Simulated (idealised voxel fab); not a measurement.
The process module presented herein is designated voxel capacitor over wiring.
It is cross-section cut that appears here, measuring 265 nm in width, its square cells being 5 nm in size.
Format of a cross-section: grid, square cells. Given as bands. Order: top down. Band: one or more rows of cells.
Within each band entry, the heights of the top and of the bottom of the band appear first, in that order and in nm; the materials of the band then follow from left to right, each with its corresponding width in nm. The designation "everywhere" on a single material indicates that it fills the band from edge to edge; the designation "air" indicates empty space.
Beneath 0, the wafer as received is one material, and that level is where height counting begins. The lowest band goes on downward without a bottom; it is written like "0 nm and below".
Quick explanation for "30..40": the width changes in equal steps down the rows of cells, from the first number in the band's top row to the second number in its bottom row.
Basically "same as before" means that step didn't change any cell in the cross-section.
"Closed void listing" - sealed voids, min. 8 cells, no opening to top; format: width x height at distance (distance from left edge; nm throughout).
Text after the settings on a step's line: the simulator's own remark on that step.
"overlay nm" on a masked step: distance the mask lay right of its planned place, negative for left.

[These are the steps we planned for the process]
| 1 | RECEIVE (material Si) |
| 2 | CONFORMAL_DEP (material SiO2; thk nm 10) |
| 3 | DIRECTIONAL_DEP (material TiN; thk nm 5) |
| 4 | DIRECTIONAL_DEP (material W; thk nm 25) |
| 5 | DIRECTIONAL_DEP (material aC; thk nm 5) |
| 6 | PATTERN (tone cover; mask id METAL_1; material resist; width nm 20; pitch nm 80; thk nm 25; overlay nm 0) |
| 7 | DIRECTIONAL_ETCH (etch materials aC; depth nm 10) |
| 8 | STRIP (etch materials resist) |
| 9 | DIRECTIONAL_ETCH (etch materials W; depth nm 25) |
| 10 | DIRECTIONAL_ETCH (etch materials TiN; depth nm 5) |
| 11 | STRIP (etch materials aC) |
| 12 | CONFORMAL_DEP (material SiCN; thk nm 5) |
| 13 | FILL_DEP (material SiO2; thk nm 10) |
| 14 | CMP (height nm 40) |
| 15 | CONFORMAL_DEP (material SiCN; thk nm 5) |
| 16 | DIRECTIONAL_DEP (material SiO2; thk nm 20) |
| 17 | PATTERN (tone open; mask id PLUG_1; material resist; width nm 15; thk nm 20; overlay nm 0) |
| 18 | DIRECTIONAL_ETCH (etch materials SiO2; depth nm 20) |
| 19 | DIRECTIONAL_ETCH (etch materials SiCN; depth nm 5) |
| 20 | STRIP (etch materials resist) |
| 21 | EPI (material Ru; thk nm 10) |
| 22 | EPI (material Ru; thk nm 10) |
| 23 | EPI (material Ru; thk nm 5) |
| 24 | DIRECTIONAL_DEP (material TiN; thk nm 10) |
| 25 | DIRECTIONAL_DEP (material Al2O3; thk nm 5) |
| 26 | DIRECTIONAL_DEP (material TiN; thk nm 10) |
| 27 | MASKED_ETCH (tone cover; mask id UPPER_PLATE; width nm 65; etch materials TiN; depth nm 10; overlay nm 0) |
| 28 | MASKED_ETCH (tone cover; mask id UPPER_PLATE; width nm 65; etch materials Al2O3; depth nm 5; overlay nm 0) |
| 29 | PATTERN (tone cover; mask id LOWER_PLATE; material resist; width nm 75; thk nm 20; overlay nm 0) |
| 30 | DIRECTIONAL_ETCH (etch materials TiN; depth nm 10) |
| 31 | STRIP (etch materials resist) |
| 32 | FILL_DEP (material SiO2; thk nm 20) |
| 33 | CMP (height nm 105) |
| 34 | MASKED_ETCH (tone open; mask id PLUG_2; width nm 15; etch materials SiO2; depth nm 15; overlay nm 0) |
| 35 | CONFORMAL_DEP (material TiN; thk nm 5) |
| 36 | FILL_DEP (material Ru; thk nm 10) |
| 37 | CMP (height nm 105) |
| 38 | CONFORMAL_DEP (material SiN; thk nm 5) |
Split variable: thk nm, step 5. Plan value = first wafer. Wafers start alike.

[Cross-section: the first of several wafers in its as-received state, i.e. following step 1]
- 0 nm and below | Si everywhere
- Closed void listing: none

[Cross-section of the first of several wafers once the module has run through its last step, step 38]
- 110 nm to 105 nm | SiN everywhere
- 105 nm to 95 nm | SiO2 95 nm, TiN 5 nm, Ru 5 nm, TiN 5 nm, SiO2 155 nm
- 95 nm to 90 nm | SiO2 95 nm, TiN 15 nm, SiO2 155 nm
- 90 nm to 80 nm | SiO2 85 nm, TiN 65 nm, SiO2 115 nm
- 80 nm to 75 nm | SiO2 85 nm, Al2O3 65 nm, SiO2 115 nm
- 75 nm to 65 nm | SiO2 80 nm, TiN 75 nm, SiO2 110 nm
- 65 nm to 45 nm | SiO2 85 nm, Ru 15 nm, SiO2 165 nm
- 45 nm to 40 nm | SiCN 85 nm, Ru 15 nm, SiCN 165 nm
- 40 nm to 15 nm | SiO2 75 nm, SiCN 5 nm, W 20 nm, SiCN 5 nm, SiO2 50 nm, SiCN 5 nm, W 20 nm, SiCN 5 nm, SiO2 80 nm
- 15 nm to 10 nm | SiCN 80 nm, TiN 20 nm, SiCN 60 nm, TiN 20 nm, SiCN 85 nm
- 10 nm to 0 nm | SiO2 everywhere
- 0 nm and below | Si everywhere
- Closed void listing: none

[Last wafer of the set, cross-sectioned at end of module]
- 110 nm to 105 nm | SiN everywhere
- 105 nm to 95 nm | SiO2 95 nm, TiN 5 nm, Ru 5 nm, TiN 5 nm, SiO2 155 nm
- 95 nm to 90 nm | SiO2 95 nm, TiN 15 nm, SiO2 155 nm
- 90 nm to 80 nm | SiO2 85 nm, TiN 65 nm, SiO2 115 nm
- 80 nm to 75 nm | SiO2 85 nm, Al2O3 65 nm, SiO2 115 nm
- 75 nm to 65 nm | SiO2 80 nm, TiN 75 nm, SiO2 110 nm
- 65 nm to 45 nm | SiO2 85 nm, Ru 15 nm, SiO2 165 nm
- 45 nm to 40 nm | SiCN 85 nm, Ru 15 nm, SiCN 165 nm
- 40 nm to 15 nm | W everywhere
- 15 nm to 10 nm | TiN everywhere
- 10 nm to 0 nm | SiO2 everywhere
- 0 nm and below | Si everywhere
- Closed void listing: none

[Basically each wafer gets a line in the table, showing it at the end of the module: material by material, the cells it gained (+) or lost (-) since we got it, then its closed voids]
thk nm 5, +13 Al2O3, +17 Ru, +115 SiCN, +53 SiN, +857 SiO2, +71 TiN, +40 W, Closed void listing: none
thk nm 10, +13 Al2O3, +17 Ru, +115 SiCN, +53 SiN, +857 SiO2, +71 TiN, +40 W, Closed void listing: none
thk nm 15, +13 Al2O3, +17 Ru, +50 SiCN, +53 SiN, +652 SiO2, +116 TiN, +265 W, Closed void listing: none
thk nm 20, +13 Al2O3, +17 Ru, +50 SiCN, +53 SiN, +652 SiO2, +116 TiN, +265 W, Closed void listing: none
thk nm 25, +13 Al2O3, +17 Ru, +50 SiCN, +53 SiN, +652 SiO2, +116 TiN, +265 W, Closed void listing: none
